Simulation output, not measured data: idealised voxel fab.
The following is a process module called voxel transistor to metal.
Cross-section cut spans 190 nm and uses square cells 5 nm in size.
Format of a cross-section: grid, square cells. Given as bands. Order: top down. Band: one or more rows of cells. The band entry comprises the height of the band's top followed by the height of its bottom, expressed in nm, and subsequently the band's materials from left to right, each stated together with its width in nm. Where a single material is marked with the word "all across", that material fills the band from edge to edge. The word "empty" represents empty space. Heights are measured from 0, the level below which the as-received wafer is all one material; the lowest band has no bottom and continues downward, written as in "0..down". With a width like "30->40", each row of cells in the band differs from the next by the same amount, the top row carrying the first number and the bottom row the second. Take "nothing got changed" at face value: in the step it is given for, the cross-section changed in none of its cells. "Trapped cavities" contains a list of empty spaces, each no smaller than 8 cells and without an open way to the top, written in the form width x height at distance with the distance from the left edge and all three in nm. On a step's line, text after the settings is the simulator commenting on that step. Regarding "overlay nm": on a step with a mask, it is the distance the mask lay to the right of its planned place; a negative value places it to the left.

These are the steps we planned for the process:
1 RECEIVE,material Si
2 OXIDIZE,depth nm 5
3 CONFORMAL_DEP,material SiN,thk nm 15
4 MASKED_ETCH,tone cover,mask id ACTIVE,width nm 95,etch materials SiN,depth nm 15,overlay nm 0
5 MASKED_ETCH,tone cover,mask id ACTIVE,width nm 95,etch materials SiO2,depth nm 5,overlay nm 0
6 MASKED_ETCH,tone cover,mask id ACTIVE,width nm 95,etch materials Si,depth nm 20,overlay nm 0
7 OXIDIZE,depth nm 5
8 FILL_DEP,material SiO2,thk nm 5
9 CMP,height nm 15
10 SELECTIVE_ETCH,etch materials SiO2,depth nm 15
11 STRIP,etch materials SiN
12 SELECTIVE_ETCH,etch materials SiO2,depth nm 5
13 OXIDIZE,depth nm 5
14 DIRECTIONAL_DEP,material polySi,thk nm 25
15 DIRECTIONAL_DEP,material SiCN,thk nm 15
16 PATTERN,tone cover,mask id GATE,material resist,width nm 15,thk nm 15,overlay nm 0
17 DIRECTIONAL_ETCH,etch materials SiCN,depth nm 25
18 DIRECTIONAL_ETCH,etch materials polySi,depth nm 35
19 STRIP,etch materials resist
20 CONFORMAL_DEP,material SiO2,thk nm 5
21 DIRECTIONAL_ETCH,etch materials SiO2,depth nm 5
22 CONFORMAL_DEP,material SiN,thk nm 5
23 DIRECTIONAL_ETCH,etch materials SiN,depth nm 5
24 DIRECTIONAL_ETCH,etch materials SiO2,depth nm 5
25 DIRECTIONAL_ETCH,etch materials Si,depth nm 15
26 EPI,material SiGe,thk nm 15
27 FILL_DEP,material SiO2,thk nm 5
28 CMP,height nm 35
29 DIRECTIONAL_DEP,material SiO2,thk nm 10
30 DIRECTIONAL_DEP,material aC,thk nm 15
31 PATTERN,tone open,mask id CONTACT,material resist,width nm 25,pitch nm 50,thk nm 35,overlay nm 0
32 DIRECTIONAL_ETCH,etch materials aC,depth nm 15
33 STRIP,etch materials resist
34 DIRECTIONAL_ETCH,etch materials SiO2,depth nm 55
35 STRIP,etch materials aC
36 CONFORMAL_DEP,material TiN,thk nm 5
37 FILL_DEP,material Ru,thk nm 5
38 CMP,height nm 45
39 CONFORMAL_DEP,material SiN,thk nm 5
40 DIRECTIONAL_DEP,material lowk,thk nm 20
41 PATTERN,tone open,mask id METAL_1,material resist,width nm 15,pitch nm 60,thk nm 15,overlay nm 0
42 DIRECTIONAL_ETCH,etch materials lowk,depth nm 20
43 DIRECTIONAL_ETCH,etch materials SiN,depth nm 5
44 STRIP,etch materials resist
45 CONFORMAL_DEP,material TiN,thk nm 5
46 FILL_DEP,material Cu,thk nm 10
47 CMP,height nm 70
48 CONFORMAL_DEP,material SiN,thk nm 5

The cross-section here shows the wafer as received, i.e. in its state after step 1:
* 0..down: Si all across
* Trapped cavities: none

Look at the cross-section after the module: the wafer started out the way shown above and the plan was the one shown above, yet one mistake was made along the way:
* 75..70: SiN all across
* 70..50: lowk=55  TiN=5  Cu=5  TiN=5  lowk=45  TiN=5  Cu=5  TiN=5  lowk=60
* 50..45: SiN=55  TiN=15  SiN=45  TiN=15  SiN=60
* 45..35: SiO2=55  TiN=5  Ru=15->10  TiN=5->10  SiO2=25  TiN=5->10  Ru=15->10  TiN=5  SiO2=60
* 35..25: SiO2=55  TiN=5  Ru=10  TiN=5  SiN=5  SiO2=5  SiCN=15  SiO2=5  SiN=5  TiN=5  Ru=10  TiN=5  SiO2=60
* 25..15: SiO2=55  TiN=5  Ru=10  TiN=5  SiN=5  SiO2=5  polySi=15  SiO2=5  SiN=5  TiN=5  Ru=10  TiN=5  SiO2=60
* 15..10: SiO2=55  TiN=20  SiN=5  SiO2=5  polySi=15  SiO2=5  SiN=5  TiN=20  SiO2=60
* 10..0: SiO2=55  TiN=5  SiGe=15  SiN=5  SiO2=5  polySi=15  SiO2=5  SiN=5  SiGe=15  TiN=5  SiO2=60
* 0..-5: SiO2=40  SiN=5  SiO2=10  TiN=5  SiGe=15  SiO2=35  SiGe=15  TiN=5  SiO2=10  SiN=5  SiO2=45
* -5..-20: SiO2=50  SiGe=25  Si=35  SiGe=25  SiO2=55
* -20..-30: SiO2=50  Si=85  SiO2=55
* -30..down: Si all across
* Trapped cavities: none
Against the plan, the run slipped here: steps 11 and 12: order swapped relative to plan
